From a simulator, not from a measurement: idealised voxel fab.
process module | voxel tone inversion
cross-section cut | 225 nm wide | cells 5 nm
A cross-section is a grid of square cells, given in bands from the top down. A band is one or more rows of cells.
Each band's line starts with the height of the band's top and of its bottom, in nm. Then come its materials from left to right, each with its width in nm. One material with "throughout" fills the band from edge to edge. "air" is empty space.
Height 0 is the level under which the wafer as received is all one material. The lowest band goes on downwards, as in "0 down".
A width such as "30 to 40" changes by the same amount from each row of cells to the next, from the band's top row to its bottom row.
"no change" after a step means that no cell of the cross-section changed.
closed voids: empty space of 8 cells or more with no open way to the top, each as width x height at its distance from the left edge, in nm
after a step's settings: what the simulator itself notes on the step
overlay nm, on a step with a mask: how far to the right of its planned place the mask lay; to the left if negative
plan
1 op RECEIVE | material Si
2 op CONFORMAL_DEP | material SiCN | thk nm 5
3 op DIRECTIONAL_DEP | material polySi | thk nm 25
4 op PATTERN | tone cover | mask id POSTS | material resist | width nm 25 | pitch nm 50 | thk nm 35 | overlay nm 0
5 op DIRECTIONAL_ETCH | etch materials polySi | depth nm 25
6 op STRIP | etch materials resist
7 op FILL_DEP | material lowk | thk nm 5
8 op CMP | height nm 30
9 op STRIP | etch materials polySi
as received, after step 1
  0 down: Si throughout
  closed voids: none
a wafer at the end: this start, this plan, one mistake
  30 to 25: SiCN throughout
  25 to 0: polySi throughout
  0 down: Si throughout
  closed voids: none
what went wrong: steps 2 and 3 were swapped
